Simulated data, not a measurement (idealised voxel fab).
process module | voxel wiring stack
cross-section cut | 230 nm wide | cells 5 nm
A cross-section is a grid of square cells, given in bands from the top down. A band is one or more rows of cells.
Each band's line starts with the height of the band's top and of its bottom, in nm. Then come its materials from left to right, each with its width in nm. One material with "throughout" fills the band from edge to edge. "air" is empty space.
Height 0 is the level under which the wafer as received is all one material. The lowest band goes on downwards, as in "0 down".
A width such as "30 to 40" changes by the same amount from each row of cells to the next, from the band's top row to its bottom row.
"no change" after a step means that no cell of the cross-section changed.
closed voids: empty space of 8 cells or more with no open way to the top, each as width x height at its distance from the left edge, in nm
after a step's settings: what the simulator itself notes on the step
overlay nm, on a step with a mask: how far to the right of its planned place the mask lay; to the left if negative
plan
1 op RECEIVE | material Si
2 op CONFORMAL_DEP | material SiO2 | thk nm 15
3 op DIRECTIONAL_DEP | material TiN | thk nm 5
4 op DIRECTIONAL_DEP | material W | thk nm 25
5 op DIRECTIONAL_DEP | material aC | thk nm 15
6 op PATTERN | tone cover | mask id METAL_1 | material resist | width nm 25 | pitch nm 40 | thk nm 30 | overlay nm 0
7 op DIRECTIONAL_ETCH | etch materials aC | depth nm 15
8 op STRIP | etch materials resist
9 op DIRECTIONAL_ETCH | etch materials W | depth nm 25
10 op DIRECTIONAL_ETCH | etch materials TiN | depth nm 5
11 op STRIP | etch materials aC
12 op FILL_DEP | material lowk | thk nm 5
13 op CMP | height nm 45
14 op CONFORMAL_DEP | material SiCN | thk nm 5
15 op DIRECTIONAL_DEP | material SiO2 | thk nm 15
16 op DIRECTIONAL_DEP | material aC | thk nm 10
17 op PATTERN | tone open | mask id PLUG_1 | material resist | width nm 15 | pitch nm 80 | thk nm 25 | overlay nm 0
18 op DIRECTIONAL_ETCH | etch materials aC | depth nm 10
19 op STRIP | etch materials resist
20 op DIRECTIONAL_ETCH | etch materials SiO2 | depth nm 15
21 op DIRECTIONAL_ETCH | etch materials SiCN | depth nm 5
22 op STRIP | etch materials aC
23 op EPI | material Ru | thk nm 10
24 op EPI | material Ru | thk nm 10
25 op DIRECTIONAL_DEP | material TiN | thk nm 5
26 op DIRECTIONAL_DEP | material W | thk nm 15
27 op MASKED_ETCH | tone cover | mask id METAL_2 | width nm 25 | pitch nm 40 | etch materials W | depth nm 15 | overlay nm 0
28 op MASKED_ETCH | tone cover | mask id METAL_2 | width nm 25 | pitch nm 40 | etch materials TiN | depth nm 5 | overlay nm 0
29 op CONFORMAL_DEP | material SiN | thk nm 5
30 op FILL_DEP | material SiO2 | thk nm 5
31 op CMP | height nm 85
32 op CONFORMAL_DEP | material SiCN | thk nm 5
33 op DIRECTIONAL_DEP | material lowk | thk nm 25
34 op DIRECTIONAL_DEP | material aC | thk nm 15
35 op PATTERN | tone open | mask id METAL_3_HOLES | material resist | width nm 15 | pitch nm 40 | thk nm 35 | overlay nm 0
36 op DIRECTIONAL_ETCH | etch materials aC | depth nm 15
37 op STRIP | etch materials resist
38 op DIRECTIONAL_ETCH | etch materials lowk | depth nm 25
39 op STRIP | etch materials aC
40 op DIRECTIONAL_DEP | material aC | thk nm 10
41 op PATTERN | tone open | mask id METAL_3 | material resist | width nm 25 | pitch nm 40 | thk nm 25 | overlay nm 0
42 op DIRECTIONAL_ETCH | etch materials aC | depth nm 10
43 op STRIP | etch materials resist
44 op DIRECTIONAL_ETCH | etch materials lowk | depth nm 15
45 op DIRECTIONAL_ETCH | etch materials SiCN | depth nm 5
46 op STRIP | etch materials aC
47 op CONFORMAL_DEP | material TiN | thk nm 5
48 op FILL_DEP | material Ru | thk nm 5
49 op CMP | height nm 115
50 op CONFORMAL_DEP | material SiCN | thk nm 5
51 op DIRECTIONAL_DEP | material lowk | thk nm 15
52 op PATTERN | tone open | mask id PLUG_3 | material resist | width nm 15 | pitch nm 80 | thk nm 15 | overlay nm 0
53 op DIRECTIONAL_ETCH | etch materials lowk | depth nm 15
54 op DIRECTIONAL_ETCH | etch materials SiCN | depth nm 5
55 op STRIP | etch materials resist
56 op CONFORMAL_DEP | material TiN | thk nm 5
57 op FILL_DEP | material W | thk nm 5
58 op CMP | height nm 135
59 op DIRECTIONAL_DEP | material TiN | thk nm 5
60 op DIRECTIONAL_DEP | material W | thk nm 15
61 op PATTERN | tone cover | mask id METAL_4 | material resist | width nm 25 | pitch nm 40 | thk nm 15 | overlay nm 0
62 op DIRECTIONAL_ETCH | etch materials W | depth nm 15
63 op DIRECTIONAL_ETCH | etch materials TiN | depth nm 5
64 op STRIP | etch materials resist
65 op FILL_DEP | material lowk | thk nm 10
66 op CMP | height nm 155
67 op CONFORMAL_DEP | material SiCN | thk nm 5
first wafer, as planned
as received, after step 1
  0 down: Si throughout
  closed voids: none
after step 2
  15 to 0: SiO2 throughout
  below 0: unchanged
after step 3
  20 to 15: TiN throughout
  below 15: unchanged
after step 4
  45 to 20: W throughout
  below 20: unchanged
after step 5
  60 to 45: aC throughout
  below 45: unchanged
after step 6
  90 to 60: air 40 | resist 25 | air 15 | resist 25 | air 15 | resist 25 | air 15 | resist 25 | air 45
  below 60: unchanged
after step 7
  75 to 60: air 40 | resist 25 | air 15 | resist 25 | air 15 | resist 25 | air 15 | resist 25 | air 45
  60 to 45: air 40 | aC 25 | air 15 | aC 25 | air 15 | aC 25 | air 15 | aC 25 | air 45
  below 45: unchanged
after step 8
  60 to 45: air 40 | aC 25 | air 15 | aC 25 | air 15 | aC 25 | air 15 | aC 25 | air 45
  below 45: unchanged
after step 9
  60 to 45: air 40 | aC 25 | air 15 | aC 25 | air 15 | aC 25 | air 15 | aC 25 | air 45
  45 to 20: air 40 | W 25 | air 15 | W 25 | air 15 | W 25 | air 15 | W 25 | air 45
  below 20: unchanged
after step 10
  60 to 45: air 40 | aC 25 | air 15 | aC 25 | air 15 | aC 25 | air 15 | aC 25 | air 45
  45 to 20: air 40 | W 25 | air 15 | W 25 | air 15 | W 25 | air 15 | W 25 | air 45
  20 to 15: air 40 | TiN 25 | air 15 | TiN 25 | air 15 | TiN 25 | air 15 | TiN 25 | air 45
  below 15: unchanged
after step 11
  45 to 20: air 40 | W 25 | air 15 | W 25 | air 15 | W 25 | air 15 | W 25 | air 45
  below 20: unchanged
after step 12
  50 to 45: lowk throughout
  45 to 20: lowk 40 | W 25 | lowk 15 | W 25 | lowk 15 | W 25 | lowk 15 | W 25 | lowk 45
  20 to 15: lowk 40 | TiN 25 | lowk 15 | TiN 25 | lowk 15 | TiN 25 | lowk 15 | TiN 25 | lowk 45
  below 15: unchanged
after step 13
  45 to 20: lowk 40 | W 25 | lowk 15 | W 25 | lowk 15 | W 25 | lowk 15 | W 25 | lowk 45
  below 20: unchanged
after step 14
  50 to 45: SiCN throughout
  below 45: unchanged
after step 15
  65 to 50: SiO2 throughout
  below 50: unchanged
after step 16
  75 to 65: aC throughout
  below 65: unchanged
after step 17
  100 to 75: resist 40 | air 15 | resist 65 | air 15 | resist 95
  below 75: unchanged
after step 18
  90 to 75: resist 40 | air 15 | resist 65 | air 15 | resist 95
  75 to 65: aC 40 | air 15 | aC 65 | air 15 | aC 95
  below 65: unchanged
after step 19
  75 to 65: aC 40 | air 15 | aC 65 | air 15 | aC 95
  below 65: unchanged
after step 20
  75 to 65: aC 40 | air 15 | aC 65 | air 15 | aC 95
  65 to 50: SiO2 40 | air 15 | SiO2 65 | air 15 | SiO2 95
  below 50: unchanged
after step 21
  75 to 65: aC 40 | air 15 | aC 65 | air 15 | aC 95
  65 to 50: SiO2 40 | air 15 | SiO2 65 | air 15 | SiO2 95
  50 to 45: SiCN 40 | air 15 | SiCN 65 | air 15 | SiCN 95
  below 45: unchanged
after step 22
  65 to 50: SiO2 40 | air 15 | SiO2 65 | air 15 | SiO2 95
  below 50: unchanged
after step 23
  65 to 55: SiO2 40 | air 15 | SiO2 65 | air 15 | SiO2 95
  55 to 50: SiO2 40 | Ru 15 | SiO2 65 | Ru 15 | SiO2 95
  50 to 45: SiCN 40 | Ru 15 | SiCN 65 | Ru 15 | SiCN 95
  below 45: unchanged
after step 24
  65 to 50: SiO2 40 | Ru 15 | SiO2 65 | Ru 15 | SiO2 95
  below 50: unchanged
after step 25
  70 to 65: TiN throughout
  below 65: unchanged
after step 26
  85 to 70: W throughout
  below 70: unchanged
after step 27
  85 to 70: air 40 | W 25 | air 15 | W 25 | air 15 | W 25 | air 15 | W 25 | air 45
  below 70: unchanged
after step 28
  85 to 70: air 40 | W 25 | air 15 | W 25 | air 15 | W 25 | air 15 | W 25 | air 45
  70 to 65: air 40 | TiN 25 | air 15 | TiN 25 | air 15 | TiN 25 | air 15 | TiN 25 | air 45
  below 65: unchanged
after step 29
  90 to 85: air 35 | SiN 35 | air 5 | SiN 35 | air 5 | SiN 35 | air 5 | SiN 35 | air 40
  85 to 70: air 35 | SiN 5 | W 25 | SiN 5 | air 5 | SiN 5 | W 25 | SiN 5 | air 5 | SiN 5 | W 25 | SiN 5 | air 5 | SiN 5 | W 25 | SiN 5 | air 40
  70 to 65: SiN 40 | TiN 25 | SiN 15 | TiN 25 | SiN 15 | TiN 25 | SiN 15 | TiN 25 | SiN 45
  below 65: unchanged
after step 30
  95 to 90: SiO2 throughout
  90 to 85: SiO2 35 | SiN 35 | SiO2 5 | SiN 35 | SiO2 5 | SiN 35 | SiO2 5 | SiN 35 | SiO2 40
  85 to 70: SiO2 35 | SiN 5 | W 25 | SiN 5 | SiO2 5 | SiN 5 | W 25 | SiN 5 | SiO2 5 | SiN 5 | W 25 | SiN 5 | SiO2 5 | SiN 5 | W 25 | SiN 5 | SiO2 40
  below 70: unchanged
after step 31
  85 to 70: SiO2 35 | SiN 5 | W 25 | SiN 5 | SiO2 5 | SiN 5 | W 25 | SiN 5 | SiO2 5 | SiN 5 | W 25 | SiN 5 | SiO2 5 | SiN 5 | W 25 | SiN 5 | SiO2 40
  below 70: unchanged
after step 32
  90 to 85: SiCN throughout
  below 85: unchanged
after step 33
  115 to 90: lowk throughout
  below 90: unchanged
after step 34
  130 to 115: aC throughout
  below 115: unchanged
after step 35
  165 to 130: resist 40 | air 15 | resist 25 | air 15 | resist 25 | air 15 | resist 25 | air 15 | resist 55
  below 130: unchanged
after step 36
  150 to 130: resist 40 | air 15 | resist 25 | air 15 | resist 25 | air 15 | resist 25 | air 15 | resist 55
  130 to 115: aC 40 | air 15 | aC 25 | air 15 | aC 25 | air 15 | aC 25 | air 15 | aC 55
  below 115: unchanged
after step 37
  130 to 115: aC 40 | air 15 | aC 25 | air 15 | aC 25 | air 15 | aC 25 | air 15 | aC 55
  below 115: unchanged
after step 38
  130 to 115: aC 40 | air 15 | aC 25 | air 15 | aC 25 | air 15 | aC 25 | air 15 | aC 55
  115 to 90: lowk 40 | air 15 | lowk 25 | air 15 | lowk 25 | air 15 | lowk 25 | air 15 | lowk 55
  below 90: unchanged
after step 39
  115 to 90: lowk 40 | air 15 | lowk 25 | air 15 | lowk 25 | air 15 | lowk 25 | air 15 | lowk 55
  below 90: unchanged
after step 40
  125 to 115: aC 40 | air 15 | aC 25 | air 15 | aC 25 | air 15 | aC 25 | air 15 | aC 55
  115 to 100: lowk 40 | air 15 | lowk 25 | air 15 | lowk 25 | air 15 | lowk 25 | air 15 | lowk 55
  100 to 90: lowk 40 | aC 15 | lowk 25 | aC 15 | lowk 25 | aC 15 | lowk 25 | aC 15 | lowk 55
  below 90: unchanged
after step 41
  150 to 125: resist 40 | air 25 | resist 15 | air 25 | resist 15 | air 25 | resist 15 | air 25 | resist 45
  below 125: unchanged
after step 42
  140 to 125: resist 40 | air 25 | resist 15 | air 25 | resist 15 | air 25 | resist 15 | air 25 | resist 45
  125 to 115: aC 40 | air 25 | aC 15 | air 25 | aC 15 | air 25 | aC 15 | air 25 | aC 45
  115 to 90: lowk 40 | air 15 | lowk 25 | air 15 | lowk 25 | air 15 | lowk 25 | air 15 | lowk 55
  below 90: unchanged
after step 43
  125 to 115: aC 40 | air 25 | aC 15 | air 25 | aC 15 | air 25 | aC 15 | air 25 | aC 45
  below 115: unchanged
after step 44
  125 to 115: aC 40 | air 25 | aC 15 | air 25 | aC 15 | air 25 | aC 15 | air 25 | aC 45
  115 to 100: lowk 40 | air 25 | lowk 15 | air 25 | lowk 15 | air 25 | lowk 15 | air 25 | lowk 45
  below 100: unchanged
after step 45
  125 to 115: aC 40 | air 25 | aC 15 | air 25 | aC 15 | air 25 | aC 15 | air 25 | aC 45
  115 to 100: lowk 40 | air 25 | lowk 15 | air 25 | lowk 15 | air 25 | lowk 15 | air 25 | lowk 45
  100 to 90: lowk 40 | air 15 | lowk 25 | air 15 | lowk 25 | air 15 | lowk 25 | air 15 | lowk 55
  90 to 85: SiCN 40 | air 15 | SiCN 25 | air 15 | SiCN 25 | air 15 | SiCN 25 | air 15 | SiCN 55
  below 85: unchanged
after step 46
  115 to 100: lowk 40 | air 25 | lowk 15 | air 25 | lowk 15 | air 25 | lowk 15 | air 25 | lowk 45
  below 100: unchanged
after step 47
  120 to 115: TiN 45 | air 15 | TiN 25 | air 15 | TiN 25 | air 15 | TiN 25 | air 15 | TiN 50
  115 to 105: lowk 40 | TiN 5 | air 15 | TiN 5 | lowk 15 | TiN 5 | air 15 | TiN 5 | lowk 15 | TiN 5 | air 15 | TiN 5 | lowk 15 | TiN 5 | air 15 | TiN 5 | lowk 45
  105 to 100: lowk 40 | TiN 5 | air 5 | TiN 15 | lowk 15 | TiN 5 | air 5 | TiN 15 | lowk 15 | TiN 5 | air 5 | TiN 15 | lowk 15 | TiN 5 | air 5 | TiN 15 | lowk 45
  100 to 90: lowk 40 | TiN 5 | air 5 | TiN 5 | lowk 25 | TiN 5 | air 5 | TiN 5 | lowk 25 | TiN 5 | air 5 | TiN 5 | lowk 25 | TiN 5 | air 5 | TiN 5 | lowk 55
  90 to 85: SiCN 40 | TiN 15 | SiCN 25 | TiN 15 | SiCN 25 | TiN 15 | SiCN 25 | TiN 15 | SiCN 55
  below 85: unchanged
after step 48
  125 to 120: Ru throughout
  120 to 115: TiN 45 | Ru 15 | TiN 25 | Ru 15 | TiN 25 | Ru 15 | TiN 25 | Ru 15 | TiN 50
  115 to 105: lowk 40 | TiN 5 | Ru 15 | TiN 5 | lowk 15 | TiN 5 | Ru 15 | TiN 5 | lowk 15 | TiN 5 | Ru 15 | TiN 5 | lowk 15 | TiN 5 | Ru 15 | TiN 5 | lowk 45
  105 to 100: lowk 40 | TiN 5 | Ru 5 | TiN 15 | lowk 15 | TiN 5 | Ru 5 | TiN 15 | lowk 15 | TiN 5 | Ru 5 | TiN 15 | lowk 15 | TiN 5 | Ru 5 | TiN 15 | lowk 45
  100 to 90: lowk 40 | TiN 5 | Ru 5 | TiN 5 | lowk 25 | TiN 5 | Ru 5 | TiN 5 | lowk 25 | TiN 5 | Ru 5 | TiN 5 | lowk 25 | TiN 5 | Ru 5 | TiN 5 | lowk 55
  below 90: unchanged
after step 49
  115 to 105: lowk 40 | TiN 5 | Ru 15 | TiN 5 | lowk 15 | TiN 5 | Ru 15 | TiN 5 | lowk 15 | TiN 5 | Ru 15 | TiN 5 | lowk 15 | TiN 5 | Ru 15 | TiN 5 | lowk 45
  below 105: unchanged
after step 50
  120 to 115: SiCN throughout
  below 115: unchanged
after step 51
  135 to 120: lowk throughout
  below 120: unchanged
after step 52
  150 to 135: resist 40 | air 15 | resist 65 | air 15 | resist 95
  below 135: unchanged
after step 53
  150 to 135: resist 40 | air 15 | resist 65 | air 15 | resist 95
  135 to 120: lowk 40 | air 15 | lowk 65 | air 15 | lowk 95
  below 120: unchanged
after step 54
  150 to 135: resist 40 | air 15 | resist 65 | air 15 | resist 95
  135 to 120: lowk 40 | air 15 | lowk 65 | air 15 | lowk 95
  120 to 115: SiCN 40 | air 15 | SiCN 65 | air 15 | SiCN 95
  below 115: unchanged
after step 55
  135 to 120: lowk 40 | air 15 | lowk 65 | air 15 | lowk 95
  below 120: unchanged
after step 56
  140 to 135: TiN 45 | air 5 | TiN 75 | air 5 | TiN 100
  135 to 120: lowk 40 | TiN 5 | air 5 | TiN 5 | lowk 65 | TiN 5 | air 5 | TiN 5 | lowk 95
  120 to 115: SiCN 40 | TiN 15 | SiCN 65 | TiN 15 | SiCN 95
  below 115: unchanged
after step 57
  145 to 140: W throughout
  140 to 135: TiN 45 | W 5 | TiN 75 | W 5 | TiN 100
  135 to 120: lowk 40 | TiN 5 | W 5 | TiN 5 | lowk 65 | TiN 5 | W 5 | TiN 5 | lowk 95
  below 120: unchanged
after step 58
  135 to 120: lowk 40 | TiN 5 | W 5 | TiN 5 | lowk 65 | TiN 5 | W 5 | TiN 5 | lowk 95
  below 120: unchanged
after step 59
  140 to 135: TiN throughout
  below 135: unchanged
after step 60
  155 to 140: W throughout
  below 140: unchanged
after step 61
  170 to 155: air 40 | resist 25 | air 15 | resist 25 | air 15 | resist 25 | air 15 | resist 25 | air 45
  below 155: unchanged
after step 62
  170 to 155: air 40 | resist 25 | air 15 | resist 25 | air 15 | resist 25 | air 15 | resist 25 | air 45
  155 to 140: air 40 | W 25 | air 15 | W 25 | air 15 | W 25 | air 15 | W 25 | air 45
  below 140: unchanged
after step 63
  170 to 155: air 40 | resist 25 | air 15 | resist 25 | air 15 | resist 25 | air 15 | resist 25 | air 45
  155 to 140: air 40 | W 25 | air 15 | W 25 | air 15 | W 25 | air 15 | W 25 | air 45
  140 to 135: air 40 | TiN 25 | air 15 | TiN 25 | air 15 | TiN 25 | air 15 | TiN 25 | air 45
  below 135: unchanged
after step 64
  155 to 140: air 40 | W 25 | air 15 | W 25 | air 15 | W 25 | air 15 | W 25 | air 45
  below 140: unchanged
after step 65
  165 to 155: lowk throughout
  155 to 140: lowk 40 | W 25 | lowk 15 | W 25 | lowk 15 | W 25 | lowk 15 | W 25 | lowk 45
  140 to 135: lowk 40 | TiN 25 | lowk 15 | TiN 25 | lowk 15 | TiN 25 | lowk 15 | TiN 25 | lowk 45
  below 135: unchanged
after step 66
  155 to 140: lowk 40 | W 25 | lowk 15 | W 25 | lowk 15 | W 25 | lowk 15 | W 25 | lowk 45
  below 140: unchanged
after step 67
  160 to 155: SiCN throughout
  below 155: unchanged
second wafer: like start, like plan, one mistake. Through step 22 it matches the first wafer
when step 24 should have ended
  65 to 55: SiO2 40 | air 15 | SiO2 65 | air 15 | SiO2 95
  55 to 50: SiO2 40 | Ru 15 | SiO2 65 | Ru 15 | SiO2 95
  50 to 45: SiCN 40 | Ru 15 | SiCN 65 | Ru 15 | SiCN 95
  below 45: unchanged
when step 25 should have ended
  70 to 65: TiN 40 | air 15 | TiN 65 | air 15 | TiN 95
  65 to 60: SiO2 40 | air 15 | SiO2 65 | air 15 | SiO2 95
  60 to 55: SiO2 40 | TiN 15 | SiO2 65 | TiN 15 | SiO2 95
  below 55: unchanged
when step 26 should have ended
  85 to 75: W 40 | air 15 | W 65 | air 15 | W 95
  75 to 70: W throughout
  70 to 65: TiN 40 | W 15 | TiN 65 | W 15 | TiN 95
  65 to 60: SiO2 40 | W 15 | SiO2 65 | W 15 | SiO2 95
  below 60: unchanged
when step 27 should have ended
  85 to 75: air 55 | W 10 | air 15 | W 25 | air 30 | W 10 | air 15 | W 25 | air 45
  75 to 70: air 40 | W 25 | air 15 | W 25 | air 15 | W 25 | air 15 | W 25 | air 45
  below 70: unchanged
when step 28 should have ended
  85 to 75: air 55 | W 10 | air 15 | W 25 | air 30 | W 10 | air 15 | W 25 | air 45
  75 to 70: air 40 | W 25 | air 15 | W 25 | air 15 | W 25 | air 15 | W 25 | air 45
  70 to 65: air 40 | W 15 | TiN 10 | air 15 | TiN 25 | air 15 | W 15 | TiN 10 | air 15 | TiN 25 | air 45
  below 65: unchanged
when step 29 should have ended
  90 to 85: air 50 | SiN 20 | air 5 | SiN 35 | air 20 | SiN 20 | air 5 | SiN 35 | air 40
  85 to 75: air 50 to 35 | SiN 5 to 20 | W 10 | SiN 5 | air 5 | SiN 5 | W 25 | SiN 5 | air 20 to 5 | SiN 5 to 20 | W 10 | SiN 5 | air 5 | SiN 5 | W 25 | SiN 5 | air 40
  75 to 70: air 35 | SiN 5 | W 25 | SiN 5 | air 5 | SiN 5 | W 25 | SiN 5 | air 5 | SiN 5 | W 25 | SiN 5 | air 5 | SiN 5 | W 25 | SiN 5 | air 40
  70 to 65: SiN 40 | W 15 | TiN 10 | SiN 15 | TiN 25 | SiN 15 | W 15 | TiN 10 | SiN 15 | TiN 25 | SiN 45
  below 65: unchanged
when step 30 should have ended
  95 to 90: SiO2 throughout
  90 to 85: SiO2 50 | SiN 20 | SiO2 5 | SiN 35 | SiO2 20 | SiN 20 | SiO2 5 | SiN 35 | SiO2 40
  85 to 75: SiO2 50 to 35 | SiN 5 to 20 | W 10 | SiN 5 | SiO2 5 | SiN 5 | W 25 | SiN 5 | SiO2 20 to 5 | SiN 5 to 20 | W 10 | SiN 5 | SiO2 5 | SiN 5 | W 25 | SiN 5 | SiO2 40
  75 to 70: SiO2 35 | SiN 5 | W 25 | SiN 5 | SiO2 5 | SiN 5 | W 25 | SiN 5 | SiO2 5 | SiN 5 | W 25 | SiN 5 | SiO2 5 | SiN 5 | W 25 | SiN 5 | SiO2 40
  below 70: unchanged
when step 31 should have ended
  85 to 75: SiO2 50 to 35 | SiN 5 to 20 | W 10 | SiN 5 | SiO2 5 | SiN 5 | W 25 | SiN 5 | SiO2 20 to 5 | SiN 5 to 20 | W 10 | SiN 5 | SiO2 5 | SiN 5 | W 25 | SiN 5 | SiO2 40
  below 75: unchanged
when step 32 should have ended
  90 to 85: SiCN throughout
  below 85: unchanged
when step 33 should have ended
  115 to 90: lowk throughout
  below 90: unchanged
when step 34 should have ended
  130 to 115: aC throughout
  below 115: unchanged
when step 35 should have ended
  165 to 130: resist 40 | air 15 | resist 25 | air 15 | resist 25 | air 15 | resist 25 | air 15 | resist 55
  below 130: unchanged
when step 36 should have ended
  150 to 130: resist 40 | air 15 | resist 25 | air 15 | resist 25 | air 15 | resist 25 | air 15 | resist 55
  130 to 115: aC 40 | air 15 | aC 25 | air 15 | aC 25 | air 15 | aC 25 | air 15 | aC 55
  below 115: unchanged
when step 37 should have ended
  130 to 115: aC 40 | air 15 | aC 25 | air 15 | aC 25 | air 15 | aC 25 | air 15 | aC 55
  below 115: unchanged
when step 38 should have ended
  130 to 115: aC 40 | air 15 | aC 25 | air 15 | aC 25 | air 15 | aC 25 | air 15 | aC 55
  115 to 90: lowk 40 | air 15 | lowk 25 | air 15 | lowk 25 | air 15 | lowk 25 | air 15 | lowk 55
  below 90: unchanged
when step 39 should have ended
  115 to 90: lowk 40 | air 15 | lowk 25 | air 15 | lowk 25 | air 15 | lowk 25 | air 15 | lowk 55
  below 90: unchanged
when step 40 should have ended
  125 to 115: aC 40 | air 15 | aC 25 | air 15 | aC 25 | air 15 | aC 25 | air 15 | aC 55
  115 to 100: lowk 40 | air 15 | lowk 25 | air 15 | lowk 25 | air 15 | lowk 25 | air 15 | lowk 55
  100 to 90: lowk 40 | aC 15 | lowk 25 | aC 15 | lowk 25 | aC 15 | lowk 25 | aC 15 | lowk 55
  below 90: unchanged
when step 41 should have ended
  150 to 125: resist 40 | air 25 | resist 15 | air 25 | resist 15 | air 25 | resist 15 | air 25 | resist 45
  below 125: unchanged
when step 42 should have ended
  140 to 125: resist 40 | air 25 | resist 15 | air 25 | resist 15 | air 25 | resist 15 | air 25 | resist 45
  125 to 115: aC 40 | air 25 | aC 15 | air 25 | aC 15 | air 25 | aC 15 | air 25 | aC 45
  115 to 90: lowk 40 | air 15 | lowk 25 | air 15 | lowk 25 | air 15 | lowk 25 | air 15 | lowk 55
  below 90: unchanged
when step 43 should have ended
  125 to 115: aC 40 | air 25 | aC 15 | air 25 | aC 15 | air 25 | aC 15 | air 25 | aC 45
  below 115: unchanged
when step 44 should have ended
  125 to 115: aC 40 | air 25 | aC 15 | air 25 | aC 15 | air 25 | aC 15 | air 25 | aC 45
  115 to 100: lowk 40 | air 25 | lowk 15 | air 25 | lowk 15 | air 25 | lowk 15 | air 25 | lowk 45
  below 100: unchanged
when step 45 should have ended
  125 to 115: aC 40 | air 25 | aC 15 | air 25 | aC 15 | air 25 | aC 15 | air 25 | aC 45
  115 to 100: lowk 40 | air 25 | lowk 15 | air 25 | lowk 15 | air 25 | lowk 15 | air 25 | lowk 45
  100 to 90: lowk 40 | air 15 | lowk 25 | air 15 | lowk 25 | air 15 | lowk 25 | air 15 | lowk 55
  90 to 85: SiCN 40 | air 15 | SiCN 25 | air 15 | SiCN 25 | air 15 | SiCN 25 | air 15 | SiCN 55
  below 85: unchanged
when step 46 should have ended
  115 to 100: lowk 40 | air 25 | lowk 15 | air 25 | lowk 15 | air 25 | lowk 15 | air 25 | lowk 45
  below 100: unchanged
when step 47 should have ended
  120 to 115: TiN 45 | air 15 | TiN 25 | air 15 | TiN 25 | air 15 | TiN 25 | air 15 | TiN 50
  115 to 105: lowk 40 | TiN 5 | air 15 | TiN 5 | lowk 15 | TiN 5 | air 15 | TiN 5 | lowk 15 | TiN 5 | air 15 | TiN 5 | lowk 15 | TiN 5 | air 15 | TiN 5 | lowk 45
  105 to 100: lowk 40 | TiN 5 | air 5 | TiN 15 | lowk 15 | TiN 5 | air 5 | TiN 15 | lowk 15 | TiN 5 | air 5 | TiN 15 | lowk 15 | TiN 5 | air 5 | TiN 15 | lowk 45
  100 to 90: lowk 40 | TiN 5 | air 5 | TiN 5 | lowk 25 | TiN 5 | air 5 | TiN 5 | lowk 25 | TiN 5 | air 5 | TiN 5 | lowk 25 | TiN 5 | air 5 | TiN 5 | lowk 55
  90 to 85: SiCN 40 | TiN 15 | SiCN 25 | TiN 15 | SiCN 25 | TiN 15 | SiCN 25 | TiN 15 | SiCN 55
  below 85: unchanged
when step 48 should have ended
  125 to 120: Ru throughout
  120 to 115: TiN 45 | Ru 15 | TiN 25 | Ru 15 | TiN 25 | Ru 15 | TiN 25 | Ru 15 | TiN 50
  115 to 105: lowk 40 | TiN 5 | Ru 15 | TiN 5 | lowk 15 | TiN 5 | Ru 15 | TiN 5 | lowk 15 | TiN 5 | Ru 15 | TiN 5 | lowk 15 | TiN 5 | Ru 15 | TiN 5 | lowk 45
  105 to 100: lowk 40 | TiN 5 | Ru 5 | TiN 15 | lowk 15 | TiN 5 | Ru 5 | TiN 15 | lowk 15 | TiN 5 | Ru 5 | TiN 15 | lowk 15 | TiN 5 | Ru 5 | TiN 15 | lowk 45
  100 to 90: lowk 40 | TiN 5 | Ru 5 | TiN 5 | lowk 25 | TiN 5 | Ru 5 | TiN 5 | lowk 25 | TiN 5 | Ru 5 | TiN 5 | lowk 25 | TiN 5 | Ru 5 | TiN 5 | lowk 55
  below 90: unchanged
when step 49 should have ended
  115 to 105: lowk 40 | TiN 5 | Ru 15 | TiN 5 | lowk 15 | TiN 5 | Ru 15 | TiN 5 | lowk 15 | TiN 5 | Ru 15 | TiN 5 | lowk 15 | TiN 5 | Ru 15 | TiN 5 | lowk 45
  below 105: unchanged
when step 50 should have ended
  120 to 115: SiCN throughout
  below 115: unchanged
when step 51 should have ended
  135 to 120: lowk throughout
  below 120: unchanged
when step 52 should have ended
  150 to 135: resist 40 | air 15 | resist 65 | air 15 | resist 95
  below 135: unchanged
when step 53 should have ended
  150 to 135: resist 40 | air 15 | resist 65 | air 15 | resist 95
  135 to 120: lowk 40 | air 15 | lowk 65 | air 15 | lowk 95
  below 120: unchanged
when step 54 should have ended
  150 to 135: resist 40 | air 15 | resist 65 | air 15 | resist 95
  135 to 120: lowk 40 | air 15 | lowk 65 | air 15 | lowk 95
  120 to 115: SiCN 40 | air 15 | SiCN 65 | air 15 | SiCN 95
  below 115: unchanged
when step 55 should have ended
  135 to 120: lowk 40 | air 15 | lowk 65 | air 15 | lowk 95
  below 120: unchanged
when step 56 should have ended
  140 to 135: TiN 45 | air 5 | TiN 75 | air 5 | TiN 100
  135 to 120: lowk 40 | TiN 5 | air 5 | TiN 5 | lowk 65 | TiN 5 | air 5 | TiN 5 | lowk 95
  120 to 115: SiCN 40 | TiN 15 | SiCN 65 | TiN 15 | SiCN 95
  below 115: unchanged
when step 57 should have ended
  145 to 140: W throughout
  140 to 135: TiN 45 | W 5 | TiN 75 | W 5 | TiN 100
  135 to 120: lowk 40 | TiN 5 | W 5 | TiN 5 | lowk 65 | TiN 5 | W 5 | TiN 5 | lowk 95
  below 120: unchanged
when step 58 should have ended
  135 to 120: lowk 40 | TiN 5 | W 5 | TiN 5 | lowk 65 | TiN 5 | W 5 | TiN 5 | lowk 95
  below 120: unchanged
when step 59 should have ended
  140 to 135: TiN throughout
  below 135: unchanged
when step 60 should have ended
  155 to 140: W throughout
  below 140: unchanged
when step 61 should have ended
  170 to 155: air 40 | resist 25 | air 15 | resist 25 | air 15 | resist 25 | air 15 | resist 25 | air 45
  below 155: unchanged
when step 62 should have ended
  170 to 155: air 40 | resist 25 | air 15 | resist 25 | air 15 | resist 25 | air 15 | resist 25 | air 45
  155 to 140: air 40 | W 25 | air 15 | W 25 | air 15 | W 25 | air 15 | W 25 | air 45
  below 140: unchanged
when step 63 should have ended
  170 to 155: air 40 | resist 25 | air 15 | resist 25 | air 15 | resist 25 | air 15 | resist 25 | air 45
  155 to 140: air 40 | W 25 | air 15 | W 25 | air 15 | W 25 | air 15 | W 25 | air 45
  140 to 135: air 40 | TiN 25 | air 15 | TiN 25 | air 15 | TiN 25 | air 15 | TiN 25 | air 45
  below 135: unchanged
when step 64 should have ended
  155 to 140: air 40 | W 25 | air 15 | W 25 | air 15 | W 25 | air 15 | W 25 | air 45
  below 140: unchanged
when step 65 should have ended
  165 to 155: lowk throughout
  155 to 140: lowk 40 | W 25 | lowk 15 | W 25 | lowk 15 | W 25 | lowk 15 | W 25 | lowk 45
  140 to 135: lowk 40 | TiN 25 | lowk 15 | TiN 25 | lowk 15 | TiN 25 | lowk 15 | TiN 25 | lowk 45
  below 135: unchanged
when step 66 should have ended
  155 to 140: lowk 40 | W 25 | lowk 15 | W 25 | lowk 15 | W 25 | lowk 15 | W 25 | lowk 45
  below 140: unchanged
when step 67 should have ended
  160 to 155: SiCN throughout
  below 155: unchanged
what went wrong: one of the steps 23 and 24, which are alike, was left out
at the end the second wafer has, in cells: 12 fewer of Ru | 6 more of SiN | 6 more of SiO2
